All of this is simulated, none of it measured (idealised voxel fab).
The document below concerns the process module designated voxel self aligned vias.
The figure presents cross-section cut, which has a width of 300 nm and is divided into square cells with an edge length of 5 nm.
Cross-sections here: square-cell grids, written as top-down lists of bands, a band being one or more rows of cells.
This entry defines a band. It first specifies the height of the band's top and the height of its bottom in nm, and then specifies the band's materials from left to right, stating each material with its width in nm. The word "all across" identifies a single material that fills the band from edge to edge, while the word "blank" identifies empty space.
Heights are reckoned from 0. Under this level, the received wafer is all of one material. The bottommost band is open-ended downward, for example "from 0 down".
You'd read "30 to 40" like this: the band's top row of cells is as wide as the first number, its bottom row is as wide as the second, and going down, every row changes width by the same amount as the row before did.
"remains unaltered" -> step changed no cross-section cell.
Voids not open to the top, 8 cells minimum: see "Encapsulated voids". Written width x height at distance; distance is from the left edge; nm.
On a step's line, text after the settings is the simulator commenting on that step.
The setting "overlay nm" may be written on the line of a step. When the step uses a mask, the value reports how far to the right of the planned place the mask lay, and a negative value reports that it lay to the left.

Below is the list of planned process steps
1,RECEIVE (material Si)
2,CONFORMAL_DEP (material SiO2; thk nm 10)
3,CONFORMAL_DEP (material SiCN; thk nm 5)
4,DIRECTIONAL_DEP (material SiO2; thk nm 20)
5,MASKED_ETCH (tone open; mask id LINES; width nm 30; pitch nm 70; etch materials SiO2; depth nm 20; overlay nm 0)
6,CONFORMAL_DEP (material TiN; thk nm 5)
7,FILL_DEP (material Ru; thk nm 10)
8,CMP (height nm 35)
9,SELECTIVE_ETCH (etch materials W Ru TiN; depth nm 5)
10,FILL_DEP (material SiN; thk nm 10)
11,CMP (height nm 35)
12,DIRECTIONAL_DEP (material SiO2; thk nm 15)
13,MASKED_ETCH (tone open; mask id VIAS; width nm 50; etch materials SiO2; depth nm 15; overlay nm 0)
14,MASKED_ETCH (tone open; mask id VIAS; width nm 50; etch materials SiN; depth nm 5; overlay nm 0)
15,CONFORMAL_DEP (material TiN; thk nm 5)
16,FILL_DEP (material W; thk nm 5)
17,CMP (height nm 50)
18,CONFORMAL_DEP (material SiCN; thk nm 5)

Received-state cross-section, reflecting completion of step 1
* from 0 down = Si all across
* Encapsulated voids: none

The following cross-section depicts the wafer upon conclusion of the module. Processing commenced from the starting condition illustrated above and adhered to the plan illustrated above, save for one mistake in execution
* from 55 to 50 = SiCN all across
* from 50 to 35 = 90 SiO2  5 TiN  40 W  5 TiN  160 SiO2
* from 35 to 30 = 90 SiO2  50 TiN  30 SiO2  30 SiN  100 SiO2
* from 30 to 20 = 90 SiO2  15 TiN  20 Ru  15 TiN  30 SiO2  5 TiN  20 Ru  5 TiN  100 SiO2
* from 20 to 15 = 100 SiO2  30 TiN  40 SiO2  30 TiN  100 SiO2
* from 15 to 10 = SiCN all across
* from 10 to 0 = SiO2 all across
* from 0 down = Si all across
* Encapsulated voids: none
In executing the process, a mistake was made relative to the plan: step 13 of the plan saw execution twice
